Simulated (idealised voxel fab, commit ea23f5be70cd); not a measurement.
Process module, titled voxel tone inversion
The figure presents cross-section cut, which has a width of 220 nm and is divided into square cells with an edge length of 5 nm.
In this document a cross-section is written as a grid of square cells. It is given as a series of bands, listed from the top down, and a band is one or more rows of cells. First you get the band's top height and its bottom height, in nm, and then the materials it's made of, left to right, with each width in nm. If you see a single material with "all across", that one covers the band edge to edge. "air" is empty space. For the purposes of this specification, 0 denotes the height below which the wafer in its as-received condition is composed wholly of one material, and the lowermost band, lacking a lower limit, extends downward without end, as expressed in "0..down". It should be noted that a width expressed as "30 to 40" varies in equal increments from row to row of cells within the band, taking the value of the first number at the top row and that of the second number at the bottom row. For the purposes of this document, the phrase "identical to before" attached to a step denotes that no cell within the cross-section was modified by that step. "Encapsulated voids": empty spaces of 8 cells or more with no open way to the top, each given as width x height at distance, distance from the left edge, all in nm. Text after the settings on a step's line: the simulator's own remark on that step. On any step carrying a mask, the "overlay nm" setting, if present on the step's line, tells how far right of its planned place the mask lay; negative values point to the left.

-- Steps in the process plan
1) RECEIVE: material Si
2) CONFORMAL_DEP: material SiN, thk nm 5
3) DIRECTIONAL_DEP: material polySi, thk nm 5
4) PATTERN: tone cover, mask id POSTS, material resist, width nm 20, pitch nm 40, thk nm 25, overlay nm 0
5) DIRECTIONAL_ETCH: etch materials polySi, depth nm 15
6) STRIP: etch materials resist
7) FILL_DEP: material lowk, thk nm 10
8) CMP: height nm 20
9) STRIP: etch materials polySi
Every wafer here starts from the same state; it is the step 3 thk nm that distinguishes them, and the value the plan gives belongs to the first wafer.

-- The first of several wafers, as received after step 1, seen in section
	0..down | Si all across
	Encapsulated voids: none

-- After the module's final step, step 9: the first of several wafers in cross-section
	20..10 | lowk all across
	10..5 | lowk=60 / polySi=20 / lowk=20 / polySi=20 / lowk=20 / polySi=20 / lowk=60
	5..0 | SiN all across
	0..down | Si all across
	Encapsulated voids: none

-- Showing the last wafer in cross-section at the end of the module
	5..0 | SiN all across
	0..down | Si all across
	Encapsulated voids: none

-- So in this table every wafer gets its own row, and what you see is where it stands at the end of the module: for each material, how many cells it picked up (+) or gave up (-) since we received it, and after that its closed voids
thk nm 5, +44 SiN, +120 lowk, +12 polySi, Encapsulated voids: none
thk nm 10, +44 SiN, +108 lowk, +24 polySi, Encapsulated voids: none
thk nm 15, +44 SiN, +96 lowk, Encapsulated voids: none
thk nm 20, +44 SiN, Encapsulated voids: none
thk nm 25, +44 SiN, Encapsulated voids: none
thk nm 30, +44 SiN, Encapsulated voids: none
